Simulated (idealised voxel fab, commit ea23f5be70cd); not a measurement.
Process module in this document: voxel gate over fins
Cross-section cut spans 225 nm and uses square cells 5 nm in size.
Cross-section format: a grid of square cells, given as bands from top to bottom; each band is one or more rows of cells. Read a band's entry like this: the first values are the height of its top and the height of its bottom in nm, and what follows is the sequence of materials from left to right, each with its width in nm. Note that "blank" is empty space, and that a single material marked "edge to edge" reaches across the band from edge to edge. Height is counted from the level 0, under which the received wafer is composed throughout of one material. The lowest of the bands is not closed at the bottom but continues downward, in the notation "0 and below". A width given as "30..40" starts at the first number in the band's top row and ends at the second number in its bottom row, shifting by an equal amount at every step from row to row. The designation "changes: none", where it is given for a processing step, indicates that no cell of the cross-section was altered in the course of that step. Under "Fully sealed cavities" you'll find the enclosed gaps, the ones with no way out to the top, that are 8 cells or bigger; each reads width x height at distance, with distance counted from the left edge, everything in nm. Post-settings text on a step line: simulator's own remark regarding the step. The setting "overlay nm" may be written on the line of a step. When the step uses a mask, the value reports how far to the right of the planned place the mask lay, and a negative value reports that it lay to the left.
SET OUT BELOW ARE THE PLANNED STEPS OF THE PROCESS
1) RECEIVE [material Si]
2) CONFORMAL_DEP [material SiN] [thk nm 10]
3) DIRECTIONAL_DEP [material aC] [thk nm 15]
4) PATTERN [tone cover] [mask id FINS] [material resist] [width nm 15] [pitch nm 55] [thk nm 35] [overlay nm 0]
5) DIRECTIONAL_ETCH [etch materials aC] [depth nm 15]
6) STRIP [etch materials resist]
7) DIRECTIONAL_ETCH [etch materials SiN] [depth nm 10]
8) DIRECTIONAL_ETCH [etch materials Si] [depth nm 40]
9) STRIP [etch materials aC]
10) OXIDIZE [depth nm 5]
11) FILL_DEP [material SiO2] [thk nm 5]
12) CMP [height nm 10]
13) DIRECTIONAL_DEP [material aC] [thk nm 10]
14) PATTERN [tone open] [mask id RAIL] [material resist] [width nm 15] [thk nm 30] [overlay nm 0]
15) DIRECTIONAL_ETCH [etch materials aC] [depth nm 10]
16) STRIP [etch materials resist]
17) DIRECTIONAL_ETCH [etch materials SiO2] [depth nm 45]
18) STRIP [etch materials aC]
19) CONFORMAL_DEP [material TiN] [thk nm 5]
20) FILL_DEP [material Ru] [thk nm 10]
21) CMP [height nm 10]
22) SELECTIVE_ETCH [etch materials W Ru TiN] [depth nm 30]
23) FILL_DEP [material SiO2] [thk nm 5]
24) CMP [height nm 10]
25) SELECTIVE_ETCH [etch materials SiO2] [depth nm 25]
26) STRIP [etch materials SiN]
27) CONFORMAL_DEP [material HfO2] [thk nm 5]
28) CONFORMAL_DEP [material TiN] [thk nm 5]
29) CONFORMAL_DEP [material TiAl] [thk nm 5]
30) CONFORMAL_DEP [material TiN] [thk nm 5]
31) FILL_DEP [material W] [thk nm 10]
32) CMP [height nm 25]
33) CONFORMAL_DEP [material SiCN] [thk nm 10]
CROSS-SECTION, INCOMING MATERIAL, AFTER STEP 1
	0 and below  Si edge to edge
	Fully sealed cavities: none
FIRST OF TWO WAFERS: CROSS-SECTION AT END OF MODULE, RUN PER PLAN
	35 down to 25  SiCN edge to edge
	25 down to 20  W edge to edge
	20 down to 15  W=60, TiN=45, W=10, TiN=45, W=65
	15 down to 10  W=60, TiN=5, TiAl=35, TiN=5, W=10, TiN=5, TiAl=35, TiN=5, W=65
	10 down to 5  W=60, TiN=5, TiAl=5, TiN=25, TiAl=5, TiN=5, W=10, TiN=5, TiAl=5, TiN=25, TiAl=5, TiN=5, W=65
	5 down to 0  TiN=65, TiAl=5, TiN=5, HfO2=15, TiN=5, TiAl=5, TiN=20, TiAl=5, TiN=5, HfO2=15, TiN=5, TiAl=5, TiN=70
	0 down to -5  TiAl=70, TiN=5, HfO2=5, Si=5, HfO2=5, TiN=5, TiAl=30, TiN=5, HfO2=5, Si=5, HfO2=5, TiN=5, TiAl=75
	-5 down to -10  TiN=75, HfO2=5, Si=5, HfO2=5, TiN=40, HfO2=5, Si=5, HfO2=5, TiN=80
	-10 down to -15  HfO2=80, Si=5, HfO2=50, Si=5, HfO2=85
	-15 down to -20  SiO2=80, Si=5, SiO2=50, Si=5, SiO2=85
	-20 down to -30  SiO2=80, Si=5, SiO2=15, TiN=5, Ru=5, TiN=5, SiO2=20, Si=5, SiO2=85
	-30 down to -35  SiO2=80, Si=5, SiO2=15, TiN=15, SiO2=20, Si=5, SiO2=85
	-35 down to -45  SiO2=80, Si=5, SiO2=50, Si=5, SiO2=85
	-45 and below  Si edge to edge
	Fully sealed cavities: none
CROSS-SECTION, SECOND WAFER: SAME START AS THE FIRST, SAME PLAN AS THE FIRST, ONE MISTAKE IN RUNNING IT; TAKEN AT THE END OF THE MODULE
	35 down to 25  SiCN edge to edge
	25 down to 20  W edge to edge
	20 down to 5  W=60, TiN=45, W=10, TiN=45, W=65
	5 down to 0  TiN=75, HfO2=15, TiN=40, HfO2=15, TiN=80
	0 down to -10  TiN=75, HfO2=5, Si=5, HfO2=5, TiN=40, HfO2=5, Si=5, HfO2=5, TiN=80
	-10 down to -15  HfO2=80, Si=5, HfO2=50, Si=5, HfO2=85
	-15 down to -20  SiO2=80, Si=5, SiO2=50, Si=5, SiO2=85
	-20 down to -30  SiO2=80, Si=5, SiO2=15, TiN=5, Ru=5, TiN=5, SiO2=20, Si=5, SiO2=85
	-30 down to -35  SiO2=80, Si=5, SiO2=15, TiN=15, SiO2=20, Si=5, SiO2=85
	-35 down to -45  SiO2=80, Si=5, SiO2=50, Si=5, SiO2=85
	-45 and below  Si edge to edge
	Fully sealed cavities: none
Against the plan, the run slipped here: step 29 was run on a setting that differed from the plan, and what really ran there is CONFORMAL_DEP [material TiN] [thk nm 5]
Final cells, second wafer relative to first, materials higher or lower: 57 fewer of TiAl, 57 more of TiN
